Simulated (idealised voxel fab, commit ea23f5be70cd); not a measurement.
process module | voxel transistor to metal
cross-section cut | 290 nm wide | cells 5 nm
A cross-section is a grid of square cells, given in bands from the top down. A band is one or more rows of cells.
Each band's line starts with the height of the band's top and of its bottom, in nm. Then come its materials from left to right, each with its width in nm. One material with "throughout" fills the band from edge to edge. "air" is empty space.
Height 0 is the level under which the wafer as received is all one material. The lowest band goes on downwards, as in "0 down".
A width such as "30 to 40" changes by the same amount from each row of cells to the next, from the band's top row to its bottom row.
"no change" after a step means that no cell of the cross-section changed.
closed voids: empty space of 8 cells or more with no open way to the top, each as width x height at its distance from the left edge, in nm
after a step's settings: what the simulator itself notes on the step
overlay nm, on a step with a mask: how far to the right of its planned place the mask lay; to the left if negative
plan
1 op RECEIVE | material Si
2 op OXIDIZE | depth nm 5
3 op CONFORMAL_DEP | material SiN | thk nm 10
4 op PATTERN | tone cover | mask id ACTIVE | material resist | width nm 115 | pitch nm 140 | thk nm 15 | overlay nm 0
5 op DIRECTIONAL_ETCH | etch materials SiN | depth nm 10
6 op DIRECTIONAL_ETCH | etch materials SiO2 | depth nm 5
7 op DIRECTIONAL_ETCH | etch materials Si | depth nm 20
8 op STRIP | etch materials resist
9 op FILL_DEP | material SiO2 | thk nm 10
10 op CMP | height nm 10
11 op SELECTIVE_ETCH | etch materials SiO2 | depth nm 5
12 op STRIP | etch materials SiN
13 op SELECTIVE_ETCH | etch materials SiO2 | depth nm 5
14 op OXIDIZE | depth nm 5
15 op DIRECTIONAL_DEP | material polySi | thk nm 30
16 op DIRECTIONAL_DEP | material SiCN | thk nm 15
17 op DIRECTIONAL_DEP | material aC | thk nm 10
18 op PATTERN | tone cover | mask id GATE | material resist | width nm 25 | pitch nm 140 | thk nm 25 | overlay nm 0
19 op DIRECTIONAL_ETCH | etch materials aC | depth nm 10
20 op STRIP | etch materials resist
21 op DIRECTIONAL_ETCH | etch materials SiCN | depth nm 25
22 op DIRECTIONAL_ETCH | etch materials polySi | depth nm 40
23 op STRIP | etch materials aC
24 op CONFORMAL_DEP | material SiO2 | thk nm 5
25 op DIRECTIONAL_ETCH | etch materials SiO2 | depth nm 5
26 op CONFORMAL_DEP | material SiN | thk nm 10
27 op DIRECTIONAL_ETCH | etch materials SiN | depth nm 10
28 op DIRECTIONAL_ETCH | etch materials SiO2 | depth nm 5
29 op DIRECTIONAL_ETCH | etch materials Si | depth nm 15
30 op EPI | material SiGe | thk nm 15
31 op FILL_DEP | material SiO2 | thk nm 5
32 op CMP | height nm 40
33 op DIRECTIONAL_DEP | material SiO2 | thk nm 15
34 op MASKED_ETCH | tone open | mask id CONTACT | width nm 30 | etch materials SiO2 | depth nm 50 | overlay nm 0
35 op CONFORMAL_DEP | material TiN | thk nm 5
36 op FILL_DEP | material W | thk nm 5
37 op CMP | height nm 55
38 op CONFORMAL_DEP | material SiN | thk nm 5
39 op DIRECTIONAL_DEP | material lowk | thk nm 15
40 op MASKED_ETCH | tone open | mask id METAL_1 | width nm 20 | etch materials lowk | depth nm 15 | overlay nm 0
41 op MASKED_ETCH | tone open | mask id METAL_1 | width nm 20 | etch materials SiN | depth nm 5 | overlay nm 0
42 op CONFORMAL_DEP | material TiN | thk nm 5
43 op FILL_DEP | material Cu | thk nm 10
44 op CMP | height nm 75
45 op EPI | material Ru | thk nm 5
46 op FILL_DEP | material SiCN | thk nm 5
first wafer, as planned
as received, after step 1
  0 down: Si throughout
  closed voids: none
after step 2
  0 to -5: SiO2 throughout
  below -5: unchanged
after step 3
  10 to 0: SiN throughout
  below 0: unchanged
after step 4
  25 to 10: air 15 | resist 115 | air 25 | resist 115 | air 20
  below 10: unchanged
after step 5
  25 to 10: air 15 | resist 115 | air 25 | resist 115 | air 20
  10 to 0: air 15 | SiN 115 | air 25 | SiN 115 | air 20
  below 0: unchanged
after step 6
  25 to 10: air 15 | resist 115 | air 25 | resist 115 | air 20
  10 to 0: air 15 | SiN 115 | air 25 | SiN 115 | air 20
  0 to -5: air 15 | SiO2 115 | air 25 | SiO2 115 | air 20
  below -5: unchanged
after step 7
  25 to 10: air 15 | resist 115 | air 25 | resist 115 | air 20
  10 to 0: air 15 | SiN 115 | air 25 | SiN 115 | air 20
  0 to -5: air 15 | SiO2 115 | air 25 | SiO2 115 | air 20
  -5 to -25: air 15 | Si 115 | air 25 | Si 115 | air 20
  below -25: unchanged
after step 8
  10 to 0: air 15 | SiN 115 | air 25 | SiN 115 | air 20
  below 0: unchanged
after step 9
  20 to 10: SiO2 throughout
  10 to 0: SiO2 15 | SiN 115 | SiO2 25 | SiN 115 | SiO2 20
  0 to -5: SiO2 throughout
  -5 to -25: SiO2 15 | Si 115 | SiO2 25 | Si 115 | SiO2 20
  below -25: unchanged
after step 10
  10 to 0: SiO2 15 | SiN 115 | SiO2 25 | SiN 115 | SiO2 20
  below 0: unchanged
after step 11
  10 to 5: air 15 | SiN 115 | air 25 | SiN 115 | air 20
  below 5: unchanged
after step 12
  5 to 0: SiO2 15 | air 115 | SiO2 25 | air 115 | SiO2 20
  below 0: unchanged
after step 13
  0 to -5: SiO2 10 | air 125 | SiO2 15 | air 125 | SiO2 15
  below -5: unchanged
after step 14
  0 to -5: SiO2 10 | air 125 | SiO2 15 | air 125 | SiO2 15
  -5 to -10: SiO2 throughout
  below -10: unchanged
after step 15
  30 to 25: polySi 10 | air 125 | polySi 15 | air 125 | polySi 15
  25 to 0: polySi throughout
  0 to -5: SiO2 10 | polySi 125 | SiO2 15 | polySi 125 | SiO2 15
  below -5: unchanged
after step 16
  45 to 40: SiCN 10 | air 125 | SiCN 15 | air 125 | SiCN 15
  40 to 30: SiCN throughout
  30 to 25: polySi 10 | SiCN 125 | polySi 15 | SiCN 125 | polySi 15
  below 25: unchanged
after step 17
  55 to 50: aC 10 | air 125 | aC 15 | air 125 | aC 15
  50 to 45: aC throughout
  45 to 40: SiCN 10 | aC 125 | SiCN 15 | aC 125 | SiCN 15
  below 40: unchanged
after step 18
  80 to 55: air 60 | resist 25 | air 115 | resist 25 | air 65
  55 to 50: aC 10 | air 50 | resist 25 | air 50 | aC 15 | air 50 | resist 25 | air 50 | aC 15
  below 50: unchanged
after step 19
  70 to 50: air 60 | resist 25 | air 115 | resist 25 | air 65
  50 to 45: air 60 | aC 25 | air 115 | aC 25 | air 65
  45 to 40: SiCN 10 | air 50 | aC 25 | air 50 | SiCN 15 | air 50 | aC 25 | air 50 | SiCN 15
  below 40: unchanged
after step 20
  50 to 45: air 60 | aC 25 | air 115 | aC 25 | air 65
  below 45: unchanged
after step 21
  50 to 40: air 60 | aC 25 | air 115 | aC 25 | air 65
  40 to 30: air 60 | SiCN 25 | air 115 | SiCN 25 | air 65
  30 to 25: polySi 10 | air 50 | SiCN 25 | air 50 | polySi 15 | air 50 | SiCN 25 | air 50 | polySi 15
  below 25: unchanged
after step 22
  50 to 40: air 60 | aC 25 | air 115 | aC 25 | air 65
  40 to 25: air 60 | SiCN 25 | air 115 | SiCN 25 | air 65
  25 to 0: air 60 | polySi 25 | air 115 | polySi 25 | air 65
  0 to -5: SiO2 10 | air 50 | polySi 25 | air 50 | SiO2 15 | air 50 | polySi 25 | air 50 | SiO2 15
  below -5: unchanged
after step 23
  40 to 25: air 60 | SiCN 25 | air 115 | SiCN 25 | air 65
  below 25: unchanged
after step 24
  45 to 40: air 55 | SiO2 35 | air 105 | SiO2 35 | air 60
  40 to 25: air 55 | SiO2 5 | SiCN 25 | SiO2 5 | air 105 | SiO2 5 | SiCN 25 | SiO2 5 | air 60
  25 to 5: air 55 | SiO2 5 | polySi 25 | SiO2 5 | air 105 | SiO2 5 | polySi 25 | SiO2 5 | air 60
  5 to 0: SiO2 15 | air 40 | SiO2 5 | polySi 25 | SiO2 5 | air 40 | SiO2 25 | air 40 | SiO2 5 | polySi 25 | SiO2 5 | air 40 | SiO2 20
  0 to -5: SiO2 60 | polySi 25 | SiO2 115 | polySi 25 | SiO2 65
  below -5: unchanged
after step 25
  40 to 25: air 55 | SiO2 5 | SiCN 25 | SiO2 5 | air 105 | SiO2 5 | SiCN 25 | SiO2 5 | air 60
  25 to 0: air 55 | SiO2 5 | polySi 25 | SiO2 5 | air 105 | SiO2 5 | polySi 25 | SiO2 5 | air 60
  0 to -5: SiO2 15 | air 40 | SiO2 5 | polySi 25 | SiO2 5 | air 40 | SiO2 25 | air 40 | SiO2 5 | polySi 25 | SiO2 5 | air 40 | SiO2 20
  below -5: unchanged
after step 26
  50 to 40: air 45 | SiN 55 | air 85 | SiN 55 | air 50
  40 to 25: air 45 | SiN 10 | SiO2 5 | SiCN 25 | SiO2 5 | SiN 10 | air 85 | SiN 10 | SiO2 5 | SiCN 25 | SiO2 5 | SiN 10 | air 50
  25 to 10: air 45 | SiN 10 | SiO2 5 | polySi 25 | SiO2 5 | SiN 10 | air 85 | SiN 10 | SiO2 5 | polySi 25 | SiO2 5 | SiN 10 | air 50
  10 to 5: SiN 25 | air 20 | SiN 10 | SiO2 5 | polySi 25 | SiO2 5 | SiN 10 | air 20 | SiN 45 | air 20 | SiN 10 | SiO2 5 | polySi 25 | SiO2 5 | SiN 10 | air 20 | SiN 30
  5 to 0: SiN 55 | SiO2 5 | polySi 25 | SiO2 5 | SiN 105 | SiO2 5 | polySi 25 | SiO2 5 | SiN 60
  0 to -5: SiO2 15 | SiN 40 | SiO2 5 | polySi 25 | SiO2 5 | SiN 40 | SiO2 25 | SiN 40 | SiO2 5 | polySi 25 | SiO2 5 | SiN 40 | SiO2 20
  below -5: unchanged
after step 27
  40 to 25: air 45 | SiN 10 | SiO2 5 | SiCN 25 | SiO2 5 | SiN 10 | air 85 | SiN 10 | SiO2 5 | SiCN 25 | SiO2 5 | SiN 10 | air 50
  25 to 0: air 45 | SiN 10 | SiO2 5 | polySi 25 | SiO2 5 | SiN 10 | air 85 | SiN 10 | SiO2 5 | polySi 25 | SiO2 5 | SiN 10 | air 50
  0 to -5: SiO2 15 | SiN 10 | air 20 | SiN 10 | SiO2 5 | polySi 25 | SiO2 5 | SiN 10 | air 20 | SiN 10 | SiO2 25 | SiN 10 | air 20 | SiN 10 | SiO2 5 | polySi 25 | SiO2 5 | SiN 10 | air 20 | SiN 10 | SiO2 20
  below -5: unchanged
after step 28
  40 to 35: air 45 | SiN 10 | air 5 | SiCN 25 | air 5 | SiN 10 | air 85 | SiN 10 | air 5 | SiCN 25 | air 5 | SiN 10 | air 50
  35 to 25: air 45 | SiN 10 | SiO2 5 | SiCN 25 | SiO2 5 | SiN 10 | air 85 | SiN 10 | SiO2 5 | SiCN 25 | SiO2 5 | SiN 10 | air 50
  25 to 0: air 45 | SiN 10 | SiO2 5 | polySi 25 | SiO2 5 | SiN 10 | air 85 | SiN 10 | SiO2 5 | polySi 25 | SiO2 5 | SiN 10 | air 50
  0 to -5: air 15 | SiN 10 | air 20 | SiN 10 | SiO2 5 | polySi 25 | SiO2 5 | SiN 10 | air 20 | SiN 10 | air 25 | SiN 10 | air 20 | SiN 10 | SiO2 5 | polySi 25 | SiO2 5 | SiN 10 | air 20 | SiN 10 | air 20
  -5 to -10: SiO2 25 | air 20 | SiO2 55 | air 20 | SiO2 45 | air 20 | SiO2 55 | air 20 | SiO2 30
  below -10: unchanged
after step 29
  40 to 35: air 45 | SiN 10 | air 5 | SiCN 25 | air 5 | SiN 10 | air 85 | SiN 10 | air 5 | SiCN 25 | air 5 | SiN 10 | air 50
  35 to 25: air 45 | SiN 10 | SiO2 5 | SiCN 25 | SiO2 5 | SiN 10 | air 85 | SiN 10 | SiO2 5 | SiCN 25 | SiO2 5 | SiN 10 | air 50
  25 to 0: air 45 | SiN 10 | SiO2 5 | polySi 25 | SiO2 5 | SiN 10 | air 85 | SiN 10 | SiO2 5 | polySi 25 | SiO2 5 | SiN 10 | air 50
  0 to -5: air 15 | SiN 10 | air 20 | SiN 10 | SiO2 5 | polySi 25 | SiO2 5 | SiN 10 | air 20 | SiN 10 | air 25 | SiN 10 | air 20 | SiN 10 | SiO2 5 | polySi 25 | SiO2 5 | SiN 10 | air 20 | SiN 10 | air 20
  -5 to -10: SiO2 25 | air 20 | SiO2 55 | air 20 | SiO2 45 | air 20 | SiO2 55 | air 20 | SiO2 30
  -10 to -25: SiO2 15 | Si 10 | air 20 | Si 55 | air 20 | Si 10 | SiO2 25 | Si 10 | air 20 | Si 55 | air 20 | Si 10 | SiO2 20
  below -25: unchanged
after step 30
  40 to 35: air 45 | SiN 10 | air 5 | SiCN 25 | air 5 | SiN 10 | air 85 | SiN 10 | air 5 | SiCN 25 | air 5 | SiN 10 | air 50
  35 to 25: air 45 | SiN 10 | SiO2 5 | SiCN 25 | SiO2 5 | SiN 10 | air 85 | SiN 10 | SiO2 5 | SiCN 25 | SiO2 5 | SiN 10 | air 50
  25 to 5: air 45 | SiN 10 | SiO2 5 | polySi 25 | SiO2 5 | SiN 10 | air 85 | SiN 10 | SiO2 5 | polySi 25 | SiO2 5 | SiN 10 | air 50
  5 to 0: air 20 | SiGe 25 | SiN 10 | SiO2 5 | polySi 25 | SiO2 5 | SiN 10 | SiGe 25 | air 35 | SiGe 25 | SiN 10 | SiO2 5 | polySi 25 | SiO2 5 | SiN 10 | SiGe 25 | air 25
  0 to -5: air 15 | SiN 10 | SiGe 20 | SiN 10 | SiO2 5 | polySi 25 | SiO2 5 | SiN 10 | SiGe 20 | SiN 10 | air 25 | SiN 10 | SiGe 20 | SiN 10 | SiO2 5 | polySi 25 | SiO2 5 | SiN 10 | SiGe 20 | SiN 10 | air 20
  -5 to -10: SiO2 25 | SiGe 20 | SiO2 55 | SiGe 20 | SiO2 45 | SiGe 20 | SiO2 55 | SiGe 20 | SiO2 30
  -10 to -25: SiO2 15 | Si 10 | SiGe 20 | Si 55 | SiGe 20 | Si 10 | SiO2 25 | Si 10 | SiGe 20 | Si 55 | SiGe 20 | Si 10 | SiO2 20
  below -25: unchanged
after step 31
  45 to 40: SiO2 throughout
  40 to 25: SiO2 45 | SiN 10 | SiO2 5 | SiCN 25 | SiO2 5 | SiN 10 | SiO2 85 | SiN 10 | SiO2 5 | SiCN 25 | SiO2 5 | SiN 10 | SiO2 50
  25 to 5: SiO2 45 | SiN 10 | SiO2 5 | polySi 25 | SiO2 5 | SiN 10 | SiO2 85 | SiN 10 | SiO2 5 | polySi 25 | SiO2 5 | SiN 10 | SiO2 50
  5 to 0: SiO2 20 | SiGe 25 | SiN 10 | SiO2 5 | polySi 25 | SiO2 5 | SiN 10 | SiGe 25 | SiO2 35 | SiGe 25 | SiN 10 | SiO2 5 | polySi 25 | SiO2 5 | SiN 10 | SiGe 25 | SiO2 25
  0 to -5: SiO2 15 | SiN 10 | SiGe 20 | SiN 10 | SiO2 5 | polySi 25 | SiO2 5 | SiN 10 | SiGe 20 | SiN 10 | SiO2 25 | SiN 10 | SiGe 20 | SiN 10 | SiO2 5 | polySi 25 | SiO2 5 | SiN 10 | SiGe 20 | SiN 10 | SiO2 20
  below -5: unchanged
after step 32
  40 to 25: SiO2 45 | SiN 10 | SiO2 5 | SiCN 25 | SiO2 5 | SiN 10 | SiO2 85 | SiN 10 | SiO2 5 | SiCN 25 | SiO2 5 | SiN 10 | SiO2 50
  below 25: unchanged
after step 33
  55 to 40: SiO2 throughout
  below 40: unchanged
after step 34
  55 to 40: SiO2 25 | air 30 | SiO2 35 | air 30 | SiO2 45 | air 30 | SiO2 35 | air 30 | SiO2 30
  40 to 25: SiO2 25 | air 20 | SiN 10 | SiO2 5 | SiCN 25 | SiO2 5 | SiN 10 | air 20 | SiO2 45 | air 20 | SiN 10 | SiO2 5 | SiCN 25 | SiO2 5 | SiN 10 | air 20 | SiO2 30
  25 to 5: SiO2 25 | air 20 | SiN 10 | SiO2 5 | polySi 25 | SiO2 5 | SiN 10 | air 20 | SiO2 45 | air 20 | SiN 10 | SiO2 5 | polySi 25 | SiO2 5 | SiN 10 | air 20 | SiO2 30
  below 5: unchanged
after step 35
  60 to 55: TiN 30 | air 20 | TiN 45 | air 20 | TiN 55 | air 20 | TiN 45 | air 20 | TiN 35
  55 to 45: SiO2 25 | TiN 5 | air 20 | TiN 5 | SiO2 35 | TiN 5 | air 20 | TiN 5 | SiO2 45 | TiN 5 | air 20 | TiN 5 | SiO2 35 | TiN 5 | air 20 | TiN 5 | SiO2 30
  45 to 40: SiO2 25 | TiN 5 | air 10 | TiN 15 | SiO2 35 | TiN 15 | air 10 | TiN 5 | SiO2 45 | TiN 5 | air 10 | TiN 15 | SiO2 35 | TiN 15 | air 10 | TiN 5 | SiO2 30
  40 to 25: SiO2 25 | TiN 5 | air 10 | TiN 5 | SiN 10 | SiO2 5 | SiCN 25 | SiO2 5 | SiN 10 | TiN 5 | air 10 | TiN 5 | SiO2 45 | TiN 5 | air 10 | TiN 5 | SiN 10 | SiO2 5 | SiCN 25 | SiO2 5 | SiN 10 | TiN 5 | air 10 | TiN 5 | SiO2 30
  25 to 10: SiO2 25 | TiN 5 | air 10 | TiN 5 | SiN 10 | SiO2 5 | polySi 25 | SiO2 5 | SiN 10 | TiN 5 | air 10 | TiN 5 | SiO2 45 | TiN 5 | air 10 | TiN 5 | SiN 10 | SiO2 5 | polySi 25 | SiO2 5 | SiN 10 | TiN 5 | air 10 | TiN 5 | SiO2 30
  10 to 5: SiO2 25 | TiN 20 | SiN 10 | SiO2 5 | polySi 25 | SiO2 5 | SiN 10 | TiN 20 | SiO2 45 | TiN 20 | SiN 10 | SiO2 5 | polySi 25 | SiO2 5 | SiN 10 | TiN 20 | SiO2 30
  below 5: unchanged
after step 36
  65 to 60: W throughout
  60 to 55: TiN 30 | W 20 | TiN 45 | W 20 | TiN 55 | W 20 | TiN 45 | W 20 | TiN 35
  55 to 45: SiO2 25 | TiN 5 | W 20 | TiN 5 | SiO2 35 | TiN 5 | W 20 | TiN 5 | SiO2 45 | TiN 5 | W 20 | TiN 5 | SiO2 35 | TiN 5 | W 20 | TiN 5 | SiO2 30
  45 to 40: SiO2 25 | TiN 5 | W 10 | TiN 15 | SiO2 35 | TiN 15 | W 10 | TiN 5 | SiO2 45 | TiN 5 | W 10 | TiN 15 | SiO2 35 | TiN 15 | W 10 | TiN 5 | SiO2 30
  40 to 25: SiO2 25 | TiN 5 | W 10 | TiN 5 | SiN 10 | SiO2 5 | SiCN 25 | SiO2 5 | SiN 10 | TiN 5 | W 10 | TiN 5 | SiO2 45 | TiN 5 | W 10 | TiN 5 | SiN 10 | SiO2 5 | SiCN 25 | SiO2 5 | SiN 10 | TiN 5 | W 10 | TiN 5 | SiO2 30
  25 to 10: SiO2 25 | TiN 5 | W 10 | TiN 5 | SiN 10 | SiO2 5 | polySi 25 | SiO2 5 | SiN 10 | TiN 5 | W 10 | TiN 5 | SiO2 45 | TiN 5 | W 10 | TiN 5 | SiN 10 | SiO2 5 | polySi 25 | SiO2 5 | SiN 10 | TiN 5 | W 10 | TiN 5 | SiO2 30
  below 10: unchanged
after step 37
  55 to 45: SiO2 25 | TiN 5 | W 20 | TiN 5 | SiO2 35 | TiN 5 | W 20 | TiN 5 | SiO2 45 | TiN 5 | W 20 | TiN 5 | SiO2 35 | TiN 5 | W 20 | TiN 5 | SiO2 30
  below 45: unchanged
after step 38
  60 to 55: SiN throughout
  below 55: unchanged
after step 39
  75 to 60: lowk throughout
  below 60: unchanged
after step 40
  75 to 60: lowk 25 | air 20 | lowk 55 | air 20 | lowk 45 | air 20 | lowk 55 | air 20 | lowk 30
  below 60: unchanged
after step 41
  75 to 60: lowk 25 | air 20 | lowk 55 | air 20 | lowk 45 | air 20 | lowk 55 | air 20 | lowk 30
  60 to 55: SiN 25 | air 20 | SiN 55 | air 20 | SiN 45 | air 20 | SiN 55 | air 20 | SiN 30
  below 55: unchanged
after step 42
  80 to 75: TiN 30 | air 10 | TiN 65 | air 10 | TiN 55 | air 10 | TiN 65 | air 10 | TiN 35
  75 to 60: lowk 25 | TiN 5 | air 10 | TiN 5 | lowk 55 | TiN 5 | air 10 | TiN 5 | lowk 45 | TiN 5 | air 10 | TiN 5 | lowk 55 | TiN 5 | air 10 | TiN 5 | lowk 30
  60 to 55: SiN 25 | TiN 20 | SiN 55 | TiN 20 | SiN 45 | TiN 20 | SiN 55 | TiN 20 | SiN 30
  below 55: unchanged
after step 43
  90 to 80: Cu throughout
  80 to 75: TiN 30 | Cu 10 | TiN 65 | Cu 10 | TiN 55 | Cu 10 | TiN 65 | Cu 10 | TiN 35
  75 to 60: lowk 25 | TiN 5 | Cu 10 | TiN 5 | lowk 55 | TiN 5 | Cu 10 | TiN 5 | lowk 45 | TiN 5 | Cu 10 | TiN 5 | lowk 55 | TiN 5 | Cu 10 | TiN 5 | lowk 30
  below 60: unchanged
after step 44
  75 to 60: lowk 25 | TiN 5 | Cu 10 | TiN 5 | lowk 55 | TiN 5 | Cu 10 | TiN 5 | lowk 45 | TiN 5 | Cu 10 | TiN 5 | lowk 55 | TiN 5 | Cu 10 | TiN 5 | lowk 30
  below 60: unchanged
after step 45
  80 to 75: air 20 | Ru 30 | air 45 | Ru 30 | air 35 | Ru 30 | air 45 | Ru 30 | air 25
  below 75: unchanged
after step 46
  85 to 80: SiCN throughout
  80 to 75: SiCN 20 | Ru 30 | SiCN 45 | Ru 30 | SiCN 35 | Ru 30 | SiCN 45 | Ru 30 | SiCN 25
  below 75: unchanged
second wafer: like start, like plan, one mistake. Through step 29 it matches the first wafer
when step 30 should have ended
  40 to 35: air 45 | SiN 10 | air 5 | SiCN 25 | air 5 | SiN 10 | air 85 | SiN 10 | air 5 | SiCN 25 | air 5 | SiN 10 | air 50
  35 to 25: air 45 | SiN 10 | SiO2 5 | SiCN 25 | SiO2 5 | SiN 10 | air 85 | SiN 10 | SiO2 5 | SiCN 25 | SiO2 5 | SiN 10 | air 50
  25 to 20: air 45 | SiN 10 | SiO2 5 | polySi 25 | SiO2 5 | SiN 10 | air 85 | SiN 10 | SiO2 5 | polySi 25 | SiO2 5 | SiN 10 | air 50
  20 to 0: air 5 | SiGe 40 | SiN 10 | SiO2 5 | polySi 25 | SiO2 5 | SiN 10 | SiGe 40 | air 5 | SiGe 40 | SiN 10 | SiO2 5 | polySi 25 | SiO2 5 | SiN 10 | SiGe 40 | air 10
  0 to -5: air 5 | SiGe 10 | SiN 10 | SiGe 20 | SiN 10 | SiO2 5 | polySi 25 | SiO2 5 | SiN 10 | SiGe 20 | SiN 10 | SiGe 10 | air 5 | SiGe 10 | SiN 10 | SiGe 20 | SiN 10 | SiO2 5 | polySi 25 | SiO2 5 | SiN 10 | SiGe 20 | SiN 10 | SiGe 10 | air 10
  -5 to -10: SiO2 25 | SiGe 20 | SiO2 55 | SiGe 20 | SiO2 45 | SiGe 20 | SiO2 55 | SiGe 20 | SiO2 30
  -10 to -25: SiO2 15 | Si 10 | SiGe 20 | Si 55 | SiGe 20 | Si 10 | SiO2 25 | Si 10 | SiGe 20 | Si 55 | SiGe 20 | Si 10 | SiO2 20
  below -25: unchanged
when step 31 should have ended
  45 to 40: SiO2 throughout
  40 to 25: SiO2 45 | SiN 10 | SiO2 5 | SiCN 25 | SiO2 5 | SiN 10 | SiO2 85 | SiN 10 | SiO2 5 | SiCN 25 | SiO2 5 | SiN 10 | SiO2 50
  25 to 20: SiO2 45 | SiN 10 | SiO2 5 | polySi 25 | SiO2 5 | SiN 10 | SiO2 85 | SiN 10 | SiO2 5 | polySi 25 | SiO2 5 | SiN 10 | SiO2 50
  20 to 0: SiO2 5 | SiGe 40 | SiN 10 | SiO2 5 | polySi 25 | SiO2 5 | SiN 10 | SiGe 40 | SiO2 5 | SiGe 40 | SiN 10 | SiO2 5 | polySi 25 | SiO2 5 | SiN 10 | SiGe 40 | SiO2 10
  0 to -5: SiO2 5 | SiGe 10 | SiN 10 | SiGe 20 | SiN 10 | SiO2 5 | polySi 25 | SiO2 5 | SiN 10 | SiGe 20 | SiN 10 | SiGe 10 | SiO2 5 | SiGe 10 | SiN 10 | SiGe 20 | SiN 10 | SiO2 5 | polySi 25 | SiO2 5 | SiN 10 | SiGe 20 | SiN 10 | SiGe 10 | SiO2 10
  below -5: unchanged
when step 32 should have ended
  40 to 25: SiO2 45 | SiN 10 | SiO2 5 | SiCN 25 | SiO2 5 | SiN 10 | SiO2 85 | SiN 10 | SiO2 5 | SiCN 25 | SiO2 5 | SiN 10 | SiO2 50
  below 25: unchanged
when step 33 should have ended
  55 to 40: SiO2 throughout
  below 40: unchanged
when step 34 should have ended
  55 to 40: SiO2 25 | air 30 | SiO2 35 | air 30 | SiO2 45 | air 30 | SiO2 35 | air 30 | SiO2 30
  40 to 25: SiO2 25 | air 20 | SiN 10 | SiO2 5 | SiCN 25 | SiO2 5 | SiN 10 | air 20 | SiO2 45 | air 20 | SiN 10 | SiO2 5 | SiCN 25 | SiO2 5 | SiN 10 | air 20 | SiO2 30
  25 to 20: SiO2 25 | air 20 | SiN 10 | SiO2 5 | polySi 25 | SiO2 5 | SiN 10 | air 20 | SiO2 45 | air 20 | SiN 10 | SiO2 5 | polySi 25 | SiO2 5 | SiN 10 | air 20 | SiO2 30
  below 20: unchanged
when step 35 should have ended
  60 to 55: TiN 30 | air 20 | TiN 45 | air 20 | TiN 55 | air 20 | TiN 45 | air 20 | TiN 35
  55 to 45: SiO2 25 | TiN 5 | air 20 | TiN 5 | SiO2 35 | TiN 5 | air 20 | TiN 5 | SiO2 45 | TiN 5 | air 20 | TiN 5 | SiO2 35 | TiN 5 | air 20 | TiN 5 | SiO2 30
  45 to 40: SiO2 25 | TiN 5 | air 10 | TiN 15 | SiO2 35 | TiN 15 | air 10 | TiN 5 | SiO2 45 | TiN 5 | air 10 | TiN 15 | SiO2 35 | TiN 15 | air 10 | TiN 5 | SiO2 30
  40 to 25: SiO2 25 | TiN 5 | air 10 | TiN 5 | SiN 10 | SiO2 5 | SiCN 25 | SiO2 5 | SiN 10 | TiN 5 | air 10 | TiN 5 | SiO2 45 | TiN 5 | air 10 | TiN 5 | SiN 10 | SiO2 5 | SiCN 25 | SiO2 5 | SiN 10 | TiN 5 | air 10 | TiN 5 | SiO2 30
  25 to 20: SiO2 25 | TiN 20 | SiN 10 | SiO2 5 | polySi 25 | SiO2 5 | SiN 10 | TiN 20 | SiO2 45 | TiN 20 | SiN 10 | SiO2 5 | polySi 25 | SiO2 5 | SiN 10 | TiN 20 | SiO2 30
  below 20: unchanged
when step 36 should have ended
  65 to 60: W throughout
  60 to 55: TiN 30 | W 20 | TiN 45 | W 20 | TiN 55 | W 20 | TiN 45 | W 20 | TiN 35
  55 to 45: SiO2 25 | TiN 5 | W 20 | TiN 5 | SiO2 35 | TiN 5 | W 20 | TiN 5 | SiO2 45 | TiN 5 | W 20 | TiN 5 | SiO2 35 | TiN 5 | W 20 | TiN 5 | SiO2 30
  45 to 40: SiO2 25 | TiN 5 | W 10 | TiN 15 | SiO2 35 | TiN 15 | W 10 | TiN 5 | SiO2 45 | TiN 5 | W 10 | TiN 15 | SiO2 35 | TiN 15 | W 10 | TiN 5 | SiO2 30
  40 to 25: SiO2 25 | TiN 5 | W 10 | TiN 5 | SiN 10 | SiO2 5 | SiCN 25 | SiO2 5 | SiN 10 | TiN 5 | W 10 | TiN 5 | SiO2 45 | TiN 5 | W 10 | TiN 5 | SiN 10 | SiO2 5 | SiCN 25 | SiO2 5 | SiN 10 | TiN 5 | W 10 | TiN 5 | SiO2 30
  below 25: unchanged
when step 37 should have ended
  55 to 45: SiO2 25 | TiN 5 | W 20 | TiN 5 | SiO2 35 | TiN 5 | W 20 | TiN 5 | SiO2 45 | TiN 5 | W 20 | TiN 5 | SiO2 35 | TiN 5 | W 20 | TiN 5 | SiO2 30
  below 45: unchanged
when step 38 should have ended
  60 to 55: SiN throughout
  below 55: unchanged
when step 39 should have ended
  75 to 60: lowk throughout
  below 60: unchanged
when step 40 should have ended
  75 to 60: lowk 25 | air 20 | lowk 55 | air 20 | lowk 45 | air 20 | lowk 55 | air 20 | lowk 30
  below 60: unchanged
when step 41 should have ended
  75 to 60: lowk 25 | air 20 | lowk 55 | air 20 | lowk 45 | air 20 | lowk 55 | air 20 | lowk 30
  60 to 55: SiN 25 | air 20 | SiN 55 | air 20 | SiN 45 | air 20 | SiN 55 | air 20 | SiN 30
  below 55: unchanged
when step 42 should have ended
  80 to 75: TiN 30 | air 10 | TiN 65 | air 10 | TiN 55 | air 10 | TiN 65 | air 10 | TiN 35
  75 to 60: lowk 25 | TiN 5 | air 10 | TiN 5 | lowk 55 | TiN 5 | air 10 | TiN 5 | lowk 45 | TiN 5 | air 10 | TiN 5 | lowk 55 | TiN 5 | air 10 | TiN 5 | lowk 30
  60 to 55: SiN 25 | TiN 20 | SiN 55 | TiN 20 | SiN 45 | TiN 20 | SiN 55 | TiN 20 | SiN 30
  below 55: unchanged
when step 43 should have ended
  90 to 80: Cu throughout
  80 to 75: TiN 30 | Cu 10 | TiN 65 | Cu 10 | TiN 55 | Cu 10 | TiN 65 | Cu 10 | TiN 35
  75 to 60: lowk 25 | TiN 5 | Cu 10 | TiN 5 | lowk 55 | TiN 5 | Cu 10 | TiN 5 | lowk 45 | TiN 5 | Cu 10 | TiN 5 | lowk 55 | TiN 5 | Cu 10 | TiN 5 | lowk 30
  below 60: unchanged
when step 44 should have ended
  75 to 60: lowk 25 | TiN 5 | Cu 10 | TiN 5 | lowk 55 | TiN 5 | Cu 10 | TiN 5 | lowk 45 | TiN 5 | Cu 10 | TiN 5 | lowk 55 | TiN 5 | Cu 10 | TiN 5 | lowk 30
  below 60: unchanged
when step 45 should have ended
  80 to 75: air 20 | Ru 30 | air 45 | Ru 30 | air 35 | Ru 30 | air 45 | Ru 30 | air 25
  below 75: unchanged
when step 46 should have ended
  85 to 80: SiCN throughout
  80 to 75: SiCN 20 | Ru 30 | SiCN 45 | Ru 30 | SiCN 35 | Ru 30 | SiCN 45 | Ru 30 | SiCN 25
  below 75: unchanged
what went wrong: step 30 was run twice
at the end the second wafer has, in cells: 116 more of SiGe | 68 fewer of SiO2 | 24 fewer of TiN | 24 fewer of W
